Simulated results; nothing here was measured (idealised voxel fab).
process module | voxel wiring stack
cross-section cut | 190 nm wide | cells 5 nm
A cross-section is a grid of square cells, given in bands from the top down. A band is one or more rows of cells.
Each band's line starts with the height of the band's top and of its bottom, in nm. Then come its materials from left to right, each with its width in nm. One material with "throughout" fills the band from edge to edge. "air" is empty space.
Height 0 is the level under which the wafer as received is all one material. The lowest band goes on downwards, as in "0 down".
A width such as "30 to 40" changes by the same amount from each row of cells to the next, from the band's top row to its bottom row.
"no change" after a step means that no cell of the cross-section changed.
closed voids: empty space of 8 cells or more with no open way to the top, each as width x height at its distance from the left edge, in nm
after a step's settings: what the simulator itself notes on the step
overlay nm, on a step with a mask: how far to the right of its planned place the mask lay; to the left if negative
Each pair below shows a cross-section before one step and the cross-section after it, down to the lowest band that changed. The line under each pair gives the step between them, with its settings. The pairs can come from different runs of this module on the same starting wafer, so a pair continues from the pair above only where its "before" says so.
before
  50 to 40: lowk throughout
  40 to 35: SiCN throughout
  35 to 20: lowk 60 | TiN 5 | W 15 | TiN 5 | lowk 15 | TiN 5 | W 15 | TiN 5 | lowk 65
  20 to 15: lowk 60 | TiN 15 | W 5 | TiN 5 | lowk 15 | TiN 15 | W 5 | TiN 5 | lowk 65
  15 to 10: SiCN 70 | TiN 15 | SiCN 25 | TiN 15 | SiCN 65
  10 to 0: SiO2 throughout
  0 down: Si throughout
  closed voids: none
after
  70 to 50: resist 60 | air 15 | resist 25 | air 15 | resist 75
  below 50: unchanged
  closed voids: none
the step between: op PATTERN | tone open | mask id PLUG_1 | material resist | width nm 15 | pitch nm 40 | thk nm 20 | overlay nm 0
before: the cross-section after the pair above
after
  70 to 50: resist 60 | air 15 | resist 25 | air 15 | resist 75
  50 to 40: lowk 60 | air 15 | lowk 25 | air 15 | lowk 75
  below 40: unchanged
  closed voids: none
the step between: op DIRECTIONAL_ETCH | etch materials lowk | depth nm 10
before: the cross-section after the pair above
after
  70 to 50: resist 60 | air 15 | resist 25 | air 15 | resist 75
  50 to 40: lowk 60 | air 15 | lowk 25 | air 15 | lowk 75
  40 to 35: SiCN 60 | air 15 | SiCN 25 | air 15 | SiCN 75
  below 35: unchanged
  closed voids: none
the step between: op DIRECTIONAL_ETCH | etch materials SiCN | depth nm 5
before: the cross-section after the pair above
after
  50 to 40: lowk 60 | air 15 | lowk 25 | air 15 | lowk 75
  below 40: unchanged
  closed voids: none
the step between: op STRIP | etch materials resist
before: the cross-section after the pair above
after
  50 to 45: lowk 60 | air 15 | lowk 25 | air 15 | lowk 75
  45 to 40: lowk 60 | Ru 15 | lowk 25 | Ru 15 | lowk 75
  40 to 35: SiCN 60 | Ru 15 | SiCN 25 | Ru 15 | SiCN 75
  below 35: unchanged
  closed voids: none
the step between: op EPI | material Ru | thk nm 10
before: the cross-section after the pair above
after
  50 to 40: lowk 60 | Ru 15 | lowk 25 | Ru 15 | lowk 75
  below 40: unchanged
  closed voids: none
the step between: op EPI | material Ru | thk nm 5
before: the cross-section after the pair above
after
  55 to 50: SiCN throughout
  below 50: unchanged
  closed voids: none
the step between: op CONFORMAL_DEP | material SiCN | thk nm 5
before: the cross-section after the pair above
after
  70 to 55: lowk throughout
  below 55: unchanged
  closed voids: none
the step between: op DIRECTIONAL_DEP | material lowk | thk nm 15
before: the cross-section after the pair above
after
  80 to 70: aC throughout
  below 70: unchanged
  closed voids: none
the step between: op DIRECTIONAL_DEP | material aC | thk nm 10
before: the cross-section after the pair above
after
  105 to 80: resist 60 | air 25 | resist 15 | air 25 | resist 65
  below 80: unchanged
  closed voids: none
the step between: op PATTERN | tone open | mask id METAL_2 | material resist | width nm 25 | pitch nm 40 | thk nm 25 | overlay nm 0
before: the cross-section after the pair above
after
  95 to 80: resist 60 | air 25 | resist 15 | air 25 | resist 65
  80 to 70: aC 60 | air 25 | aC 15 | air 25 | aC 65
  below 70: unchanged
  closed voids: none
the step between: op DIRECTIONAL_ETCH | etch materials aC | depth nm 10
before: the cross-section after the pair above
after
  80 to 70: aC 60 | air 25 | aC 15 | air 25 | aC 65
  below 70: unchanged
  closed voids: none
the step between: op STRIP | etch materials resist
before: the cross-section after the pair above
after
  80 to 70: aC 60 | air 25 | aC 15 | air 25 | aC 65
  70 to 55: lowk 60 | air 25 | lowk 15 | air 25 | lowk 65
  below 55: unchanged
  closed voids: none
the step between: op DIRECTIONAL_ETCH | etch materials lowk | depth nm 15
before: the cross-section after the pair above
after
  80 to 70: aC 60 | air 25 | aC 15 | air 25 | aC 65
  70 to 55: lowk 60 | air 25 | lowk 15 | air 25 | lowk 65
  55 to 50: SiCN 60 | air 25 | SiCN 15 | air 25 | SiCN 65
  below 50: unchanged
  closed voids: none
the step between: op DIRECTIONAL_ETCH | etch materials SiCN | depth nm 5
before: the cross-section after the pair above
after
  70 to 55: lowk 60 | air 25 | lowk 15 | air 25 | lowk 65
  below 55: unchanged
  closed voids: none
the step between: op STRIP | etch materials aC
before: the cross-section after the pair above
after
  75 to 70: TiN 65 | air 15 | TiN 25 | air 15 | TiN 70
  70 to 55: lowk 60 | TiN 5 | air 15 | TiN 5 | lowk 15 | TiN 5 | air 15 | TiN 5 | lowk 65
  55 to 50: SiCN 60 | TiN 25 | SiCN 15 | TiN 25 | SiCN 65
  below 50: unchanged
  closed voids: none
the step between: op CONFORMAL_DEP | material TiN | thk nm 5
before: the cross-section after the pair above
after
  85 to 75: Ru throughout
  75 to 70: TiN 65 | Ru 15 | TiN 25 | Ru 15 | TiN 70
  70 to 55: lowk 60 | TiN 5 | Ru 15 | TiN 5 | lowk 15 | TiN 5 | Ru 15 | TiN 5 | lowk 65
  below 55: unchanged
  closed voids: none
the step between: op FILL_DEP | material Ru | thk nm 10
before: the cross-section after the pair above
after
  70 to 55: lowk 60 | TiN 5 | Ru 15 | TiN 5 | lowk 15 | TiN 5 | Ru 15 | TiN 5 | lowk 65
  below 55: unchanged
  closed voids: none
the step between: op CMP | height nm 70
before: the cross-section after the pair above
after
  75 to 70: air 55 | Ru 35 | air 5 | Ru 35 | air 60
  below 70: unchanged
  closed voids: none
the step between: op EPI | material Ru | thk nm 5
before: the cross-section after the pair above
after
  80 to 75: SiCN throughout
  75 to 70: SiCN 55 | Ru 35 | SiCN 5 | Ru 35 | SiCN 60
  below 70: unchanged
  closed voids: none
the step between: op FILL_DEP | material SiCN | thk nm 5
before: the cross-section after the pair above
after
  110 to 80: lowk throughout
  below 80: unchanged
  closed voids: none
the step between: op DIRECTIONAL_DEP | material lowk | thk nm 30
before: the cross-section after the pair above
after
  110 to 90: lowk 60 | air 25 | lowk 15 | air 25 | lowk 65
  below 90: unchanged
  closed voids: none
the step between: op MASKED_ETCH | tone open | mask id METAL_3 | width nm 25 | pitch nm 40 | etch materials lowk | depth nm 20 | overlay nm 0
before: the cross-section after the pair above
after
  125 to 110: aC 60 | air 25 | aC 15 | air 25 | aC 65
  110 to 105: lowk 60 | air 25 | lowk 15 | air 25 | lowk 65
  105 to 90: lowk 60 | aC 25 | lowk 15 | aC 25 | lowk 65
  below 90: unchanged
  closed voids: none
the step between: op DIRECTIONAL_DEP | material aC | thk nm 15
before: the cross-section after the pair above
after
  160 to 125: resist 60 | air 15 | resist 115
  125 to 110: aC 60 | air 15 | resist 10 | aC 15 | resist 25 | aC 65
  110 to 105: lowk 60 | air 15 | resist 10 | lowk 15 | resist 25 | lowk 65
  below 105: unchanged
  closed voids: none
the step between: op PATTERN | tone open | mask id METAL_3_HOLES | material resist | width nm 15 | thk nm 35 | overlay nm 0
before: the cross-section after the pair above
after
  145 to 125: resist 60 | air 15 | resist 115
  125 to 110: aC 60 | air 15 | resist 10 | aC 15 | resist 25 | aC 65
  110 to 105: lowk 60 | air 15 | resist 10 | lowk 15 | resist 25 | lowk 65
  105 to 90: lowk 60 | air 15 | aC 10 | lowk 15 | aC 25 | lowk 65
  below 90: unchanged
  closed voids: none
the step between: op DIRECTIONAL_ETCH | etch materials aC | depth nm 15
before: the cross-section after the pair above
after
  125 to 110: aC 60 | air 25 | aC 15 | air 25 | aC 65
  110 to 105: lowk 60 | air 25 | lowk 15 | air 25 | lowk 65
  below 105: unchanged
  closed voids: none
the step between: op STRIP | etch materials resist
before: the cross-section after the pair above
after
  125 to 110: aC 60 | air 25 | aC 15 | air 25 | aC 65
  110 to 105: lowk 60 | air 25 | lowk 15 | air 25 | lowk 65
  105 to 90: lowk 60 | air 15 | aC 10 | lowk 15 | aC 25 | lowk 65
  90 to 80: lowk 60 | air 15 | lowk 115
  below 80: unchanged
  closed voids: none
the step between: op DIRECTIONAL_ETCH | etch materials lowk | depth nm 10
before: the cross-section after the pair above
after
  125 to 110: aC 60 | air 25 | aC 15 | air 25 | aC 65
  110 to 105: lowk 60 | air 25 | lowk 15 | air 25 | lowk 65
  105 to 90: lowk 60 | air 15 | aC 10 | lowk 15 | aC 25 | lowk 65
  90 to 80: lowk 60 | air 15 | lowk 115
  80 to 75: SiCN 60 | air 15 | SiCN 115
  below 75: unchanged
  closed voids: none
the step between: op DIRECTIONAL_ETCH | etch materials SiCN | depth nm 5
before: the cross-section after the pair above
after
  110 to 90: lowk 60 | air 25 | lowk 15 | air 25 | lowk 65
  below 90: unchanged
  closed voids: none
the step between: op STRIP | etch materials aC
before: the cross-section after the pair above
after
  115 to 110: TiN 65 | air 15 | TiN 25 | air 15 | TiN 70
  110 to 95: lowk 60 | TiN 5 | air 15 | TiN 5 | lowk 15 | TiN 5 | air 15 | TiN 5 | lowk 65
  95 to 90: lowk 60 | TiN 5 | air 5 | TiN 15 | lowk 15 | TiN 25 | lowk 65
  90 to 80: lowk 60 | TiN 5 | air 5 | TiN 5 | lowk 115
  80 to 75: SiCN 60 | TiN 15 | SiCN 115
  below 75: unchanged
  closed voids: none
the step between: op CONFORMAL_DEP | material TiN | thk nm 5
before: the cross-section after the pair above
after
  120 to 115: Ru throughout
  115 to 110: TiN 65 | Ru 15 | TiN 25 | Ru 15 | TiN 70
  110 to 95: lowk 60 | TiN 5 | Ru 15 | TiN 5 | lowk 15 | TiN 5 | Ru 15 | TiN 5 | lowk 65
  95 to 90: lowk 60 | TiN 5 | Ru 5 | TiN 15 | lowk 15 | TiN 25 | lowk 65
  90 to 80: lowk 60 | TiN 5 | Ru 5 | TiN 5 | lowk 115
  below 80: unchanged
  closed voids: none
the step between: op FILL_DEP | material Ru | thk nm 5
before: the cross-section after the pair above
after
  110 to 95: lowk 60 | TiN 5 | Ru 15 | TiN 5 | lowk 15 | TiN 5 | Ru 15 | TiN 5 | lowk 65
  below 95: unchanged
  closed voids: none
the step between: op CMP | height nm 110
before: the cross-section after the pair above
after
  115 to 110: SiN throughout
  below 110: unchanged
  closed voids: none
the step between: op CONFORMAL_DEP | material SiN | thk nm 5
before
  110 to 90: lowk 60 | air 25 | lowk 15 | air 25 | lowk 65
  90 to 80: lowk throughout
  80 to 75: SiCN throughout
  75 to 70: SiCN 55 | Ru 35 | SiCN 5 | Ru 35 | SiCN 60
  70 to 55: lowk 60 | TiN 5 | Ru 15 | TiN 5 | lowk 15 | TiN 5 | Ru 15 | TiN 5 | lowk 65
  55 to 50: SiCN 60 | TiN 25 | SiCN 15 | TiN 25 | SiCN 65
  50 to 40: lowk 60 | Ru 15 | lowk 25 | Ru 15 | lowk 75
  40 to 35: SiCN 60 | Ru 15 | SiCN 25 | Ru 15 | SiCN 75
  35 to 15: lowk 60 | TiN 5 | W 15 | TiN 5 | lowk 15 | TiN 5 | W 15 | TiN 5 | lowk 65
  15 to 10: SiCN 60 | TiN 25 | SiCN 15 | TiN 25 | SiCN 65
  10 to 0: SiO2 throughout
  0 down: Si throughout
  closed voids: none
after
  125 to 110: SiCN 60 | air 25 | SiCN 15 | air 25 | SiCN 65
  110 to 105: lowk 60 | air 25 | lowk 15 | air 25 | lowk 65
  105 to 90: lowk 60 | SiCN 25 | lowk 15 | SiCN 25 | lowk 65
  below 90: unchanged
  closed voids: none
the step between: op DIRECTIONAL_DEP | material SiCN | thk nm 15
before: the cross-section after the pair above
after
  160 to 125: resist 60 | air 15 | resist 115
  125 to 110: SiCN 60 | air 15 | resist 10 | SiCN 15 | resist 25 | SiCN 65
  110 to 105: lowk 60 | air 15 | resist 10 | lowk 15 | resist 25 | lowk 65
  below 105: unchanged
  closed voids: none
the step between: op PATTERN | tone open | mask id METAL_3_HOLES | material resist | width nm 15 | thk nm 35 | overlay nm 0
before: the cross-section after the pair above
after
  145 to 125: resist 60 | air 15 | resist 115
  below 125: unchanged
  closed voids: none
the step between: op DIRECTIONAL_ETCH | etch materials aC | depth nm 15
before: the cross-section after the pair above
after
  125 to 110: SiCN 60 | air 25 | SiCN 15 | air 25 | SiCN 65
  110 to 105: lowk 60 | air 25 | lowk 15 | air 25 | lowk 65
  below 105: unchanged
  closed voids: none
the step between: op STRIP | etch materials resist
before: the cross-section after the pair above
after
  120 to 110: SiCN 60 | air 25 | SiCN 15 | air 25 | SiCN 65
  110 to 100: lowk 60 | air 25 | lowk 15 | air 25 | lowk 65
  below 100: unchanged
  closed voids: none
the step between: op DIRECTIONAL_ETCH | etch materials SiCN | depth nm 5
before: the cross-section after the pair above
after
  125 to 120: TiN 65 | air 15 | TiN 25 | air 15 | TiN 70
  120 to 110: SiCN 60 | TiN 5 | air 15 | TiN 5 | SiCN 15 | TiN 5 | air 15 | TiN 5 | SiCN 65
  110 to 105: lowk 60 | TiN 5 | air 15 | TiN 5 | lowk 15 | TiN 5 | air 15 | TiN 5 | lowk 65
  105 to 100: lowk 60 | TiN 25 | lowk 15 | TiN 25 | lowk 65
  below 100: unchanged
  closed voids: none
the step between: op CONFORMAL_DEP | material TiN | thk nm 5
before: the cross-section after the pair above
after
  130 to 125: Ru throughout
  125 to 120: TiN 65 | Ru 15 | TiN 25 | Ru 15 | TiN 70
  120 to 110: SiCN 60 | TiN 5 | Ru 15 | TiN 5 | SiCN 15 | TiN 5 | Ru 15 | TiN 5 | SiCN 65
  110 to 105: lowk 60 | TiN 5 | Ru 15 | TiN 5 | lowk 15 | TiN 5 | Ru 15 | TiN 5 | lowk 65
  below 105: unchanged
  closed voids: none
the step between: op FILL_DEP | material Ru | thk nm 5
before: the cross-section after the pair above
after
  110 to 105: lowk 60 | TiN 5 | Ru 15 | TiN 5 | lowk 15 | TiN 5 | Ru 15 | TiN 5 | lowk 65
  below 105: unchanged
  closed voids: none
the step between: op CMP | height nm 110
before: the cross-section after the pair above
after
  115 to 110: SiN throughout
  below 110: unchanged
  closed voids: none
the step between: op CONFORMAL_DEP | material SiN | thk nm 5
before
  50 to 40: lowk throughout
  40 to 35: SiCN throughout
  35 to 15: lowk 60 | TiN 5 | W 15 | TiN 5 | lowk 15 | TiN 5 | W 15 | TiN 5 | lowk 65
  15 to 10: SiCN 60 | TiN 25 | SiCN 15 | TiN 25 | SiCN 65
  10 to 0: SiO2 throughout
  0 down: Si throughout
  closed voids: none
after
  70 to 50: air 60 | resist 15 | air 25 | resist 15 | air 75
  below 50: unchanged
  closed voids: none
the step between: op PATTERN | tone cover | mask id PLUG_1 | material resist | width nm 15 | pitch nm 40 | thk nm 20 | overlay nm 0
before: the cross-section after the pair above
after
  70 to 50: air 60 | resist 15 | air 25 | resist 15 | air 75
  50 to 40: air 60 | lowk 15 | air 25 | lowk 15 | air 75
  below 40: unchanged
  closed voids: none
the step between: op DIRECTIONAL_ETCH | etch materials lowk | depth nm 10
before: the cross-section after the pair above
after
  70 to 50: air 60 | resist 15 | air 25 | resist 15 | air 75
  50 to 40: air 60 | lowk 15 | air 25 | lowk 15 | air 75
  40 to 35: air 60 | SiCN 15 | air 25 | SiCN 15 | air 75
  below 35: unchanged
  closed voids: none
the step between: op DIRECTIONAL_ETCH | etch materials SiCN | depth nm 5
before: the cross-section after the pair above
after
  50 to 40: air 60 | lowk 15 | air 25 | lowk 15 | air 75
  below 40: unchanged
  closed voids: none
the step between: op STRIP | etch materials resist
before: the cross-section after the pair above
after
  50 to 45: air 60 | lowk 15 | air 25 | lowk 15 | air 75
  45 to 40: air 60 | lowk 15 | Ru 20 | air 5 | lowk 15 | Ru 20 | air 55
  40 to 35: air 60 | SiCN 15 | Ru 20 | air 5 | SiCN 15 | Ru 20 | air 55
  below 35: unchanged
  closed voids: none
the step between: op EPI | material Ru | thk nm 10
before: the cross-section after the pair above
after
  50 to 40: air 60 | lowk 15 | Ru 25 | lowk 15 | Ru 25 | air 50
  40 to 35: air 60 | SiCN 15 | Ru 25 | SiCN 15 | Ru 25 | air 50
  below 35: unchanged
  closed voids: none
the step between: op EPI | material Ru | thk nm 5
before: the cross-section after the pair above
after
  55 to 50: air 55 | SiCN 90 | air 45
  50 to 40: air 55 | SiCN 5 | lowk 15 | Ru 25 | lowk 15 | Ru 25 | SiCN 5 | air 45
  40 to 35: SiCN 75 | Ru 25 | SiCN 15 | Ru 25 | SiCN 50
  below 35: unchanged
  closed voids: none
the step between: op CONFORMAL_DEP | material SiCN | thk nm 5
before: the cross-section after the pair above
after
  70 to 55: air 55 | lowk 90 | air 45
  55 to 50: lowk 55 | SiCN 90 | lowk 45
  50 to 40: lowk 55 | SiCN 5 | lowk 15 | Ru 25 | lowk 15 | Ru 25 | SiCN 5 | lowk 45
  below 40: unchanged
  closed voids: none
the step between: op DIRECTIONAL_DEP | material lowk | thk nm 15
before: the cross-section after the pair above
after
  80 to 70: air 55 | aC 90 | air 45
  70 to 65: air 55 | lowk 90 | air 45
  65 to 55: aC 55 | lowk 90 | aC 45
  below 55: unchanged
  closed voids: none
the step between: op DIRECTIONAL_DEP | material aC | thk nm 10
before: the cross-section after the pair above
after
  105 to 80: resist 60 | air 25 | resist 15 | air 25 | resist 65
  80 to 70: resist 55 | aC 90 | resist 45
  70 to 65: resist 55 | lowk 90 | resist 45
  below 65: unchanged
  closed voids: none
the step between: op PATTERN | tone open | mask id METAL_2 | material resist | width nm 25 | pitch nm 40 | thk nm 25 | overlay nm 0
before: the cross-section after the pair above
after
  95 to 80: resist 60 | air 25 | resist 15 | air 25 | resist 65
  80 to 70: resist 55 | aC 5 | air 25 | aC 15 | air 25 | aC 20 | resist 45
  below 70: unchanged
  closed voids: none
the step between: op DIRECTIONAL_ETCH | etch materials aC | depth nm 10
before: the cross-section after the pair above
after
  80 to 70: air 55 | aC 5 | air 25 | aC 15 | air 25 | aC 20 | air 45
  70 to 65: air 55 | lowk 90 | air 45
  below 65: unchanged
  closed voids: none
the step between: op STRIP | etch materials resist
before: the cross-section after the pair above
after
  80 to 70: air 55 | aC 5 | air 25 | aC 15 | air 25 | aC 20 | air 45
  70 to 65: air 55 | lowk 5 | air 25 | lowk 15 | air 25 | lowk 20 | air 45
  65 to 55: aC 55 | lowk 5 | air 25 | lowk 15 | air 25 | lowk 20 | aC 45
  below 55: unchanged
  closed voids: none
the step between: op DIRECTIONAL_ETCH | etch materials lowk | depth nm 15
before: the cross-section after the pair above
after
  80 to 70: air 55 | aC 5 | air 25 | aC 15 | air 25 | aC 20 | air 45
  70 to 65: air 55 | lowk 5 | air 25 | lowk 15 | air 25 | lowk 20 | air 45
  65 to 55: aC 55 | lowk 5 | air 25 | lowk 15 | air 25 | lowk 20 | aC 45
  55 to 50: lowk 55 | SiCN 5 | air 25 | SiCN 15 | air 25 | SiCN 20 | lowk 45
  below 50: unchanged
  closed voids: none
the step between: op DIRECTIONAL_ETCH | etch materials SiCN | depth nm 5
before: the cross-section after the pair above
after
  70 to 55: air 55 | lowk 5 | air 25 | lowk 15 | air 25 | lowk 20 | air 45
  below 55: unchanged
  closed voids: none
the step between: op STRIP | etch materials aC
before: the cross-section after the pair above
after
  75 to 70: air 50 | TiN 15 | air 15 | TiN 25 | air 15 | TiN 30 | air 40
  70 to 60: air 50 | TiN 5 | lowk 5 | TiN 5 | air 15 | TiN 5 | lowk 15 | TiN 5 | air 15 | TiN 5 | lowk 20 | TiN 5 | air 40
  60 to 55: TiN 55 | lowk 5 | TiN 5 | air 15 | TiN 5 | lowk 15 | TiN 5 | air 15 | TiN 5 | lowk 20 | TiN 45
  55 to 50: lowk 55 | SiCN 5 | TiN 25 | SiCN 15 | TiN 25 | SiCN 20 | lowk 45
  below 50: unchanged
  closed voids: none
the step between: op CONFORMAL_DEP | material TiN | thk nm 5
before: the cross-section after the pair above
after
  85 to 75: Ru throughout
  75 to 70: Ru 50 | TiN 15 | Ru 15 | TiN 25 | Ru 15 | TiN 30 | Ru 40
  70 to 60: Ru 50 | TiN 5 | lowk 5 | TiN 5 | Ru 15 | TiN 5 | lowk 15 | TiN 5 | Ru 15 | TiN 5 | lowk 20 | TiN 5 | Ru 40
  60 to 55: TiN 55 | lowk 5 | TiN 5 | Ru 15 | TiN 5 | lowk 15 | TiN 5 | Ru 15 | TiN 5 | lowk 20 | TiN 45
  below 55: unchanged
  closed voids: none
the step between: op FILL_DEP | material Ru | thk nm 10
before: the cross-section after the pair above
after
  70 to 60: Ru 50 | TiN 5 | lowk 5 | TiN 5 | Ru 15 | TiN 5 | lowk 15 | TiN 5 | Ru 15 | TiN 5 | lowk 20 | TiN 5 | Ru 40
  below 60: unchanged
  closed voids: none
the step between: op CMP | height nm 70
before: the cross-section after the pair above
after
  75 to 70: Ru 90 | air 5 | Ru 35 | air 10 | Ru 50
  below 70: unchanged
  closed voids: none
the step between: op EPI | material Ru | thk nm 5
before: the cross-section after the pair above
after
  80 to 75: SiCN throughout
  75 to 70: Ru 90 | SiCN 5 | Ru 35 | SiCN 10 | Ru 50
  below 70: unchanged
  closed voids: none
the step between: op FILL_DEP | material SiCN | thk nm 5
before: the cross-section after the pair above
after
  110 to 80: lowk throughout
  below 80: unchanged
  closed voids: none
the step between: op DIRECTIONAL_DEP | material lowk | thk nm 30
before: the cross-section after the pair above
after
  110 to 90: lowk 60 | air 25 | lowk 15 | air 25 | lowk 65
  below 90: unchanged
  closed voids: none
the step between: op MASKED_ETCH | tone open | mask id METAL_3 | width nm 25 | pitch nm 40 | etch materials lowk | depth nm 20 | overlay nm 0
before: the cross-section after the pair above
after
  125 to 110: aC 60 | air 25 | aC 15 | air 25 | aC 65
  110 to 105: lowk 60 | air 25 | lowk 15 | air 25 | lowk 65
  105 to 90: lowk 60 | aC 25 | lowk 15 | aC 25 | lowk 65
  below 90: unchanged
  closed voids: none
the step between: op DIRECTIONAL_DEP | material aC | thk nm 15
before: the cross-section after the pair above
after
  160 to 125: resist 60 | air 15 | resist 115
  125 to 110: aC 60 | air 15 | resist 10 | aC 15 | resist 25 | aC 65
  110 to 105: lowk 60 | air 15 | resist 10 | lowk 15 | resist 25 | lowk 65
  below 105: unchanged
  closed voids: none
the step between: op PATTERN | tone open | mask id METAL_3_HOLES | material resist | width nm 15 | thk nm 35 | overlay nm 0
before: the cross-section after the pair above
after
  145 to 125: resist 60 | air 15 | resist 115
  125 to 110: aC 60 | air 15 | resist 10 | aC 15 | resist 25 | aC 65
  110 to 105: lowk 60 | air 15 | resist 10 | lowk 15 | resist 25 | lowk 65
  105 to 90: lowk 60 | air 15 | aC 10 | lowk 15 | aC 25 | lowk 65
  below 90: unchanged
  closed voids: none
the step between: op DIRECTIONAL_ETCH | etch materials aC | depth nm 15
before: the cross-section after the pair above
after
  125 to 110: aC 60 | air 25 | aC 15 | air 25 | aC 65
  110 to 105: lowk 60 | air 25 | lowk 15 | air 25 | lowk 65
  below 105: unchanged
  closed voids: none
the step between: op STRIP | etch materials resist
before: the cross-section after the pair above
after
  125 to 110: aC 60 | air 25 | aC 15 | air 25 | aC 65
  110 to 105: lowk 60 | air 25 | lowk 15 | air 25 | lowk 65
  105 to 90: lowk 60 | air 15 | aC 10 | lowk 15 | aC 25 | lowk 65
  90 to 80: lowk 60 | air 15 | lowk 115
  below 80: unchanged
  closed voids: none
the step between: op DIRECTIONAL_ETCH | etch materials lowk | depth nm 10
before: the cross-section after the pair above
after
  125 to 110: aC 60 | air 25 | aC 15 | air 25 | aC 65
  110 to 105: lowk 60 | air 25 | lowk 15 | air 25 | lowk 65
  105 to 90: lowk 60 | air 15 | aC 10 | lowk 15 | aC 25 | lowk 65
  90 to 80: lowk 60 | air 15 | lowk 115
  80 to 75: SiCN 60 | air 15 | SiCN 115
  below 75: unchanged
  closed voids: none
the step between: op DIRECTIONAL_ETCH | etch materials SiCN | depth nm 5
before: the cross-section after the pair above
after
  110 to 90: lowk 60 | air 25 | lowk 15 | air 25 | lowk 65
  below 90: unchanged
  closed voids: none
the step between: op STRIP | etch materials aC
before: the cross-section after the pair above
after
  115 to 110: TiN 65 | air 15 | TiN 25 | air 15 | TiN 70
  110 to 95: lowk 60 | TiN 5 | air 15 | TiN 5 | lowk 15 | TiN 5 | air 15 | TiN 5 | lowk 65
  95 to 90: lowk 60 | TiN 5 | air 5 | TiN 15 | lowk 15 | TiN 25 | lowk 65
  90 to 80: lowk 60 | TiN 5 | air 5 | TiN 5 | lowk 115
  80 to 75: SiCN 60 | TiN 15 | SiCN 115
  below 75: unchanged
  closed voids: none
the step between: op CONFORMAL_DEP | material TiN | thk nm 5
before: the cross-section after the pair above
after
  120 to 115: Ru throughout
  115 to 110: TiN 65 | Ru 15 | TiN 25 | Ru 15 | TiN 70
  110 to 95: lowk 60 | TiN 5 | Ru 15 | TiN 5 | lowk 15 | TiN 5 | Ru 15 | TiN 5 | lowk 65
  95 to 90: lowk 60 | TiN 5 | Ru 5 | TiN 15 | lowk 15 | TiN 25 | lowk 65
  90 to 80: lowk 60 | TiN 5 | Ru 5 | TiN 5 | lowk 115
  below 80: unchanged
  closed voids: none
the step between: op FILL_DEP | material Ru | thk nm 5
before: the cross-section after the pair above
after
  110 to 95: lowk 60 | TiN 5 | Ru 15 | TiN 5 | lowk 15 | TiN 5 | Ru 15 | TiN 5 | lowk 65
  below 95: unchanged
  closed voids: none
the step between: op CMP | height nm 110
before: the cross-section after the pair above
after
  115 to 110: SiN throughout
  below 110: unchanged
  closed voids: none
the step between: op CONFORMAL_DEP | material SiN | thk nm 5
